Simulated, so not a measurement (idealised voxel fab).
Module name: voxel released beams (process module)
cross-section cut | 200 nm wide | cells 5 nm
How to read a cross-section here: the picture is a grid of square cells, written as bands going from the top down, and any band can span one or more rows of cells.
In this notation a band is specified by the heights of its top and bottom, in that order and in nm, after which its materials appear from left to right, each paired with its width in nm. The word "all across" attached to a single material means that material fills the band from edge to edge; the word "empty" stands for empty space.
Height datum 0, below which the as-received substrate wafer is one material. Lowest band open at the bottom, running downward: "0 down".
The two numbers in a width such as "30 to 40" mark its ends across the band: the first belongs to the top row of cells, the second to the bottom row, and from each row to the next the width moves by the same amount.
For the purposes of this document, the phrase "nothing got changed" attached to a step denotes that no cell within the cross-section was modified by that step.
For the entry "Closed cavity list", the listed items are empty spaces with no open way to the top whose size is 8 cells or more; each item follows the pattern width x height at distance, where distance is from the left edge and all three are in nm.
The remark found on a step's line after its settings is issued by the simulator itself and pertains to that step.
overlay nm, on a step with a mask: how far to the right of its planned place the mask lay; to the left if negative
-- Process steps - plan
1) RECEIVE (material Si)
2) CONFORMAL_DEP (material Al2O3; thk nm 10)
3) DIRECTIONAL_DEP (material SiO2; thk nm 20)
4) MASKED_ETCH (tone open; mask id ANCHOR; width nm 25; etch materials SiO2; depth nm 20; overlay nm 0)
5) CONFORMAL_DEP (material polySi; thk nm 10)
6) MASKED_ETCH (tone cover; mask id BEAM; width nm 75; etch materials polySi; depth nm 10; overlay nm 0)
7) STRIP (etch materials SiO2)
-- Shown in cross-section is the wafer as received, that is, as it stands after step 1
	0 down | Si all across
	Closed cavity list: none
-- The first of the two wafers as seen in cross-section once the module was finished; processing followed the plan
	40 to 30 | empty (60) / polySi (15) / empty (5) / polySi (55) / empty (65)
	30 to 20 | empty (65) / polySi (10) / empty (5) / polySi (10) / empty (110)
	20 to 10 | empty (65) / polySi (25) / empty (110)
	10 to 0 | Al2O3 all across
	0 down | Si all across
	Closed cavity list: none
-- second wafer at the end: like start, like plan, one mistake
	35 to 30 | empty (60) / polySi (10) / empty (15) / polySi (50) / empty (65)
	30 to 15 | empty (65) / polySi (5) / empty (15) / polySi (5) / empty (110)
	15 to 10 | empty (65) / polySi (25) / empty (110)
	10 to 0 | Al2O3 all across
	0 down | Si all across
	Closed cavity list: none
Deviation noted in wafer processing: note that step 5 departed from the planned setting and was carried out as CONFORMAL_DEP (material polySi; thk nm 5)
In the final state, the cell counts of the second wafer exceed or fall short of those of the first for the following materials: polySi -23
